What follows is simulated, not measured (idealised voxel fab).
process module | voxel capacitor over wiring
cross-section cut | 265 nm wide | cells 5 nm
A cross-section is a grid of square cells, given in bands from the top down. A band is one or more rows of cells.
Each band's line starts with the height of the band's top and of its bottom, in nm. Then come its materials from left to right, each with its width in nm. One material with "throughout" fills the band from edge to edge. "air" is empty space.
Height 0 is the level under which the wafer as received is all one material. The lowest band goes on downwards, as in "0 down".
A width such as "30 to 40" changes by the same amount from each row of cells to the next, from the band's top row to its bottom row.
"no change" after a step means that no cell of the cross-section changed.
closed voids: empty space of 8 cells or more with no open way to the top, each as width x height at its distance from the left edge, in nm
after a step's settings: what the simulator itself notes on the step
overlay nm, on a step with a mask: how far to the right of its planned place the mask lay; to the left if negative
plan
1 op RECEIVE | material Si
2 op CONFORMAL_DEP | material SiO2 | thk nm 10
3 op DIRECTIONAL_DEP | material TiN | thk nm 5
4 op DIRECTIONAL_DEP | material Ru | thk nm 15
5 op MASKED_ETCH | tone cover | mask id METAL_1 | width nm 20 | pitch nm 70 | etch materials Ru | depth nm 15 | overlay nm 0
6 op MASKED_ETCH | tone cover | mask id METAL_1 | width nm 20 | pitch nm 70 | etch materials TiN | depth nm 5 | overlay nm 0
7 op CONFORMAL_DEP | material SiCN | thk nm 5
8 op FILL_DEP | material lowk | thk nm 10
9 op CMP | height nm 30
10 op CONFORMAL_DEP | material SiCN | thk nm 5
11 op DIRECTIONAL_DEP | material lowk | thk nm 20
12 op PATTERN | tone open | mask id PLUG_1 | material resist | width nm 15 | thk nm 15 | overlay nm 0
13 op DIRECTIONAL_ETCH | etch materials lowk | depth nm 20
14 op DIRECTIONAL_ETCH | etch materials SiCN | depth nm 5
15 op STRIP | etch materials resist
16 op CONFORMAL_DEP | material TiN | thk nm 5
17 op FILL_DEP | material Cu | thk nm 10
18 op CMP | height nm 55
19 op DIRECTIONAL_DEP | material TiN | thk nm 5
20 op DIRECTIONAL_DEP | material HfO2 | thk nm 5
21 op DIRECTIONAL_DEP | material TiN | thk nm 5
22 op PATTERN | tone cover | mask id UPPER_PLATE | material resist | width nm 55 | thk nm 20 | overlay nm 0
23 op DIRECTIONAL_ETCH | etch materials TiN | depth nm 5
24 op DIRECTIONAL_ETCH | etch materials HfO2 | depth nm 5
25 op STRIP | etch materials resist
26 op MASKED_ETCH | tone cover | mask id LOWER_PLATE | width nm 65 | etch materials TiN | depth nm 5 | overlay nm 0
27 op FILL_DEP | material SiO2 | thk nm 15
28 op CMP | height nm 80
29 op PATTERN | tone open | mask id PLUG_2 | material resist | width nm 15 | thk nm 20 | overlay nm 0
30 op DIRECTIONAL_ETCH | etch materials SiO2 | depth nm 10
31 op STRIP | etch materials resist
32 op CONFORMAL_DEP | material TiN | thk nm 5
33 op FILL_DEP | material Cu | thk nm 10
34 op CMP | height nm 80
35 op CONFORMAL_DEP | material SiN | thk nm 5
as received, after step 1
  0 down: Si throughout
  closed voids: none
a wafer at the end: this start, this plan, one mistake
  85 to 80: SiN throughout
  80 to 75: SiO2 100 | TiN 5 | Cu 5 | TiN 5 | SiO2 150
  75 to 65: SiO2 100 to 90 | TiN 15 to 55 | SiO2 150 to 120
  65 to 60: SiO2 90 | HfO2 55 | SiO2 120
  60 to 55: SiO2 85 | TiN 65 | SiO2 115
  55 to 50: SiCN 90 | TiN 15 | SiCN 160
  50 to 30: lowk throughout
  30 to 15: lowk 80 | SiCN 5 | Ru 20 | SiCN 5 | lowk 40 | SiCN 5 | Ru 20 | SiCN 5 | lowk 85
  15 to 10: SiCN 85 | TiN 20 | SiCN 50 | TiN 20 | SiCN 90
  10 to 0: SiO2 throughout
  0 down: Si throughout
  closed voids: none
what went wrong: steps 10 and 11 were swapped
